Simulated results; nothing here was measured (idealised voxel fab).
This section sets out a process module, namely voxel air gaps.
The figure presents cross-section cut, which has a width of 265 nm and is divided into square cells with an edge length of 5 nm.
For the purposes of this document, a cross-section shall be understood as a grid of square cells, specified as bands listed in top-to-bottom order, each band consisting of one or more rows of cells. Top, bottom (nm), then materials left to right with widths (nm); lone material tagged "all across" fills the whole band edge to edge; "empty" = empty space. Heights are expressed relative to 0, this being the level below which the as-received wafer comprises one material exclusively. The lowest band is unbounded in the downward direction and is denoted as in "0 nm and below". Width spec "30..40" -> top row of cells at first value, bottom row at second value, equal per-row change in between. You'll sometimes find "left unchanged" written for a step, and that's the way of saying that nowhere in the cross-section did a cell change during that step. The list in "Fully sealed voids" covers empty spaces of 8 cells or more that cannot reach the top through any open way, and it gives each as width x height at distance; the distance is from the left edge, and width, height and distance are in nm. What comes after the settings on a step's line is commentary from the simulator itself on that step. Among the settings permitted on a step's line is "overlay nm"; applied to a step with a mask, it specifies the extent to which the mask lay to the right of its planned position, whereas a negative figure signifies a position to the left.
PROCESS STEPS - PLAN
| 1 | RECEIVE,material Si |
| 2 | CONFORMAL_DEP,material SiO2,thk nm 15 |
| 3 | CONFORMAL_DEP,material SiN,thk nm 5 |
| 4 | DIRECTIONAL_DEP,material SiO2,thk nm 40 |
| 5 | DIRECTIONAL_DEP,material aC,thk nm 15 |
| 6 | PATTERN,tone open,mask id LINES,material resist,width nm 15,pitch nm 40,thk nm 35,overlay nm 0 |
| 7 | DIRECTIONAL_ETCH,etch materials aC,depth nm 15 |
| 8 | STRIP,etch materials resist |
| 9 | DIRECTIONAL_ETCH,etch materials SiO2,depth nm 40 |
| 10 | STRIP,etch materials aC |
| 11 | CONFORMAL_DEP,material TiN,thk nm 5 |
| 12 | FILL_DEP,material W,thk nm 10 |
| 13 | CMP,height nm 60 |
| 14 | EPI,material Ru,thk nm 10 |
| 15 | SELECTIVE_ETCH,etch materials SiO2,depth nm 50 |
| 16 | CONFORMAL_DEP,material SiN,thk nm 5 |
OF TWO WAFERS, THE FIRST: RUN ACCORDING TO PLAN
CROSS-SECTIONAL VIEW OF THE WAFER IN ITS AS-RECEIVED CONDITION, CORRESPONDING TO THE STATE AFTER STEP 1
0 nm and below | Si all across
Fully sealed voids: none
THE WAFER IN CROSS-SECTION ONCE STEP 2 IS COMPLETE
15 nm to 0 nm | SiO2 all across
Anything lower than 0 is untouched.
THE WAFER IN CROSS-SECTION ONCE STEP 3 IS COMPLETE
20 nm to 15 nm | SiN all across
Anything lower than 15 is untouched.
THE WAFER IN CROSS-SECTION ONCE STEP 4 IS COMPLETE
60 nm to 20 nm | SiO2 all across
Anything lower than 20 is untouched.
THE WAFER IN CROSS-SECTION ONCE STEP 5 IS COMPLETE
75 nm to 60 nm | aC all across
Anything lower than 60 is untouched.
THE WAFER IN CROSS-SECTION ONCE STEP 6 IS COMPLETE
110 nm to 75 nm | resist: 85, empty: 15, resist: 25, empty: 15, resist: 25, empty: 15, resist: 85
Anything lower than 75 is untouched.
THE WAFER IN CROSS-SECTION ONCE STEP 7 IS COMPLETE
95 nm to 75 nm | resist: 85, empty: 15, resist: 25, empty: 15, resist: 25, empty: 15, resist: 85
75 nm to 60 nm | aC: 85, empty: 15, aC: 25, empty: 15, aC: 25, empty: 15, aC: 85
Anything lower than 60 is untouched.
THE WAFER IN CROSS-SECTION ONCE STEP 8 IS COMPLETE
75 nm to 60 nm | aC: 85, empty: 15, aC: 25, empty: 15, aC: 25, empty: 15, aC: 85
Anything lower than 60 is untouched.
THE WAFER IN CROSS-SECTION ONCE STEP 9 IS COMPLETE
75 nm to 60 nm | aC: 85, empty: 15, aC: 25, empty: 15, aC: 25, empty: 15, aC: 85
60 nm to 20 nm | SiO2: 85, empty: 15, SiO2: 25, empty: 15, SiO2: 25, empty: 15, SiO2: 85
Anything lower than 20 is untouched.
THE WAFER IN CROSS-SECTION ONCE STEP 10 IS COMPLETE
60 nm to 20 nm | SiO2: 85, empty: 15, SiO2: 25, empty: 15, SiO2: 25, empty: 15, SiO2: 85
Anything lower than 20 is untouched.
THE WAFER IN CROSS-SECTION ONCE STEP 11 IS COMPLETE
65 nm to 60 nm | TiN: 90, empty: 5, TiN: 35, empty: 5, TiN: 35, empty: 5, TiN: 90
60 nm to 25 nm | SiO2: 85, TiN: 5, empty: 5, TiN: 5, SiO2: 25, TiN: 5, empty: 5, TiN: 5, SiO2: 25, TiN: 5, empty: 5, TiN: 5, SiO2: 85
25 nm to 20 nm | SiO2: 85, TiN: 15, SiO2: 25, TiN: 15, SiO2: 25, TiN: 15, SiO2: 85
Anything lower than 20 is untouched.
THE WAFER IN CROSS-SECTION ONCE STEP 12 IS COMPLETE
75 nm to 65 nm | W all across
65 nm to 60 nm | TiN: 90, W: 5, TiN: 35, W: 5, TiN: 35, W: 5, TiN: 90
60 nm to 25 nm | SiO2: 85, TiN: 5, W: 5, TiN: 5, SiO2: 25, TiN: 5, W: 5, TiN: 5, SiO2: 25, TiN: 5, W: 5, TiN: 5, SiO2: 85
Anything lower than 25 is untouched.
THE WAFER IN CROSS-SECTION ONCE STEP 13 IS COMPLETE
60 nm to 25 nm | SiO2: 85, TiN: 5, W: 5, TiN: 5, SiO2: 25, TiN: 5, W: 5, TiN: 5, SiO2: 25, TiN: 5, W: 5, TiN: 5, SiO2: 85
Anything lower than 25 is untouched.
THE WAFER IN CROSS-SECTION ONCE STEP 14 IS COMPLETE
70 nm to 60 nm | empty: 75, Ru: 35, empty: 5, Ru: 35, empty: 5, Ru: 35, empty: 75
Anything lower than 60 is untouched.
THE WAFER IN CROSS-SECTION ONCE STEP 15 IS COMPLETE
70 nm to 60 nm | empty: 75, Ru: 35, empty: 5, Ru: 35, empty: 5, Ru: 35, empty: 75
60 nm to 25 nm | empty: 85, TiN: 5, W: 5, TiN: 5, empty: 25, TiN: 5, W: 5, TiN: 5, empty: 25, TiN: 5, W: 5, TiN: 5, empty: 85
25 nm to 20 nm | empty: 85, TiN: 15, empty: 25, TiN: 15, empty: 25, TiN: 15, empty: 85
Anything lower than 20 is untouched.
THE WAFER IN CROSS-SECTION ONCE STEP 16 IS COMPLETE
75 nm to 70 nm | empty: 70, SiN: 125, empty: 70
70 nm to 60 nm | empty: 70, SiN: 5, Ru: 35, SiN: 5, Ru: 35, SiN: 5, Ru: 35, SiN: 5, empty: 70
60 nm to 55 nm | empty: 70, SiN: 15, TiN: 5, W: 5, TiN: 5, SiN: 25, TiN: 5, W: 5, TiN: 5, SiN: 25, TiN: 5, W: 5, TiN: 5, SiN: 15, empty: 70
55 nm to 25 nm | empty: 80, SiN: 5, TiN: 5, W: 5, TiN: 5, SiN: 5, empty: 15, SiN: 5, TiN: 5, W: 5, TiN: 5, SiN: 5, empty: 15, SiN: 5, TiN: 5, W: 5, TiN: 5, SiN: 5, empty: 80
25 nm to 20 nm | SiN: 85, TiN: 15, SiN: 25, TiN: 15, SiN: 25, TiN: 15, SiN: 85
Anything lower than 20 is untouched.
Fully sealed voids: 15 x 30 at 105; 15 x 30 at 145
SECOND OF TWO: SAME START, SAME PLAN, ONE RUN ERROR; STEPS UP TO AND INCLUDING 2 MATCH THE FIRST
SECOND WAFER, SECTION VIEW, TIME POINT: SCHEDULED END OF STEP 3
55 nm to 0 nm | SiO2 all across
Anything lower than 0 is untouched.
SECOND WAFER, SECTION VIEW, TIME POINT: SCHEDULED END OF STEP 4
60 nm to 55 nm | SiN all across
Anything lower than 55 is untouched.
SECOND WAFER, SECTION VIEW, TIME POINT: SCHEDULED END OF STEP 5
75 nm to 60 nm | aC all across
Anything lower than 60 is untouched.
SECOND WAFER, SECTION VIEW, TIME POINT: SCHEDULED END OF STEP 6
110 nm to 75 nm | resist: 85, empty: 15, resist: 25, empty: 15, resist: 25, empty: 15, resist: 85
Anything lower than 75 is untouched.
SECOND WAFER, SECTION VIEW, TIME POINT: SCHEDULED END OF STEP 7
95 nm to 75 nm | resist: 85, empty: 15, resist: 25, empty: 15, resist: 25, empty: 15, resist: 85
75 nm to 60 nm | aC: 85, empty: 15, aC: 25, empty: 15, aC: 25, empty: 15, aC: 85
Anything lower than 60 is untouched.
SECOND WAFER, SECTION VIEW, TIME POINT: SCHEDULED END OF STEP 8
75 nm to 60 nm | aC: 85, empty: 15, aC: 25, empty: 15, aC: 25, empty: 15, aC: 85
Anything lower than 60 is untouched.
Second wafer, section view, time point: scheduled end of step 9: left unchanged
SECOND WAFER, SECTION VIEW, TIME POINT: SCHEDULED END OF STEP 10
60 nm to 55 nm | SiN all across
Anything lower than 55 is untouched.
SECOND WAFER, SECTION VIEW, TIME POINT: SCHEDULED END OF STEP 11
65 nm to 60 nm | TiN all across
Anything lower than 60 is untouched.
SECOND WAFER, SECTION VIEW, TIME POINT: SCHEDULED END OF STEP 12
75 nm to 65 nm | W all across
Anything lower than 65 is untouched.
SECOND WAFER, SECTION VIEW, TIME POINT: SCHEDULED END OF STEP 13
60 nm to 55 nm | SiN all across
Anything lower than 55 is untouched.
Second wafer, section view, time point: scheduled end of step 14: left unchanged
Second wafer, section view, time point: scheduled end of step 15: left unchanged
SECOND WAFER, SECTION VIEW, TIME POINT: SCHEDULED END OF STEP 16
65 nm to 55 nm | SiN all across
Anything lower than 55 is untouched.
What went wrong in running the wafer? the run placed steps 3 and 4 each in the position the plan gave to the other
Wafer comparison, final, in cells, second relative to first, materials more or fewer: Ru: 42 fewer; SiN: 76 fewer; SiO2: 424 more; TiN: 51 fewer; W: 21 fewer
In the final state there are 2 closed voids in the first wafer, compared with 0 in the second wafer.
